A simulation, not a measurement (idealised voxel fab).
The document below concerns the process module designated voxel self aligned contacts.
cross-section cut | 200 nm wide | cells 5 nm
Cross-section layout: square cells on a grid; listed as bands, top to bottom; a band spans one or more cell rows. A band entry consists of two parts. The first gives the height of the band's top and the height of its bottom, in nm. The rest lists the band's materials from left to right, each with its width in nm. A single material labelled with the word "all across" fills the band from edge to edge, and the word "air" marks empty space. Heights from 0 (as-received wafer is one material below). Bottom band endless downward, as "0 nm and below". Width "30->40": first value at the band's top row of cells, second value at its bottom row, equal change from row to row. Reading "remains unaltered" for a step: not a cell of the cross-section changed in it. The entry titled "Sealed-off cavities" provides the empty spaces that have no open way to the top, restricted to those of 8 cells or more. Each is presented as width x height at distance, the distance being measured from the left edge, with all three in nm. On each step's line, the part that comes after the settings is the simulator's own comment on the step. Steps that use a mask can have "overlay nm" on their line. It says how far the mask sat to the right of where it was meant to be. Negative means to the left.
### Steps planned for the process
1: RECEIVE, material Si
2: OXIDIZE, depth nm 5
3: DIRECTIONAL_DEP, material polySi, thk nm 30
4: DIRECTIONAL_DEP, material SiN, thk nm 20
5: DIRECTIONAL_DEP, material aC, thk nm 15
6: PATTERN, tone cover, mask id GATE, material resist, width nm 25, pitch nm 60, thk nm 35, overlay nm 0
7: DIRECTIONAL_ETCH, etch materials aC, depth nm 15
8: STRIP, etch materials resist
9: DIRECTIONAL_ETCH, etch materials SiN, depth nm 20
10: DIRECTIONAL_ETCH, etch materials polySi, depth nm 30
11: STRIP, etch materials aC
12: CONFORMAL_DEP, material SiN, thk nm 10
13: DIRECTIONAL_ETCH, etch materials SiN, depth nm 10
14: FILL_DEP, material SiO2, thk nm 20
15: CMP, height nm 60
16: PATTERN, tone open, mask id CONTACT, material resist, width nm 45, pitch nm 60, thk nm 15, overlay nm 0
17: DIRECTIONAL_ETCH, etch materials SiO2, depth nm 65
18: STRIP, etch materials resist
19: CONFORMAL_DEP, material TiN, thk nm 5
20: FILL_DEP, material Ru, thk nm 10
21: CMP, height nm 60
22: CONFORMAL_DEP, material SiCN, thk nm 5
### Cross-section of the wafer upon arrival, representing the state reached after step 1
0 nm and below: Si all across
Sealed-off cavities: none
### The cross-section shown corresponds to the wafer at the conclusion of the module. The initial structure and the process plan are those presented above; however, one mistake occurred in executing the plan
65 nm to 60 nm: SiCN all across
60 nm to 45 nm: SiO2=45  TiN=5  Ru=35  TiN=5  SiO2=15  TiN=5  Ru=35  TiN=5  SiO2=50
45 nm to 40 nm: SiO2=45  TiN=10  Ru=25  TiN=10  SiO2=15  TiN=10  Ru=25  TiN=10  SiO2=50
40 nm to 30 nm: SiO2=25  SiN=25  TiN=5  Ru=25  TiN=5  SiN=25  TiN=5  Ru=25  TiN=5  SiN=25  SiO2=30
30 nm to 0 nm: SiO2=25  polySi=25  TiN=5  Ru=25  TiN=5  polySi=25  TiN=5  Ru=25  TiN=5  polySi=25  SiO2=30
0 nm to -5 nm: SiO2=50  TiN=35  SiO2=25  TiN=35  SiO2=55
-5 nm and below: Si all across
Sealed-off cavities: none
Where did the run depart from the plan? the run left out plan step 12 entirely, so it was never executed
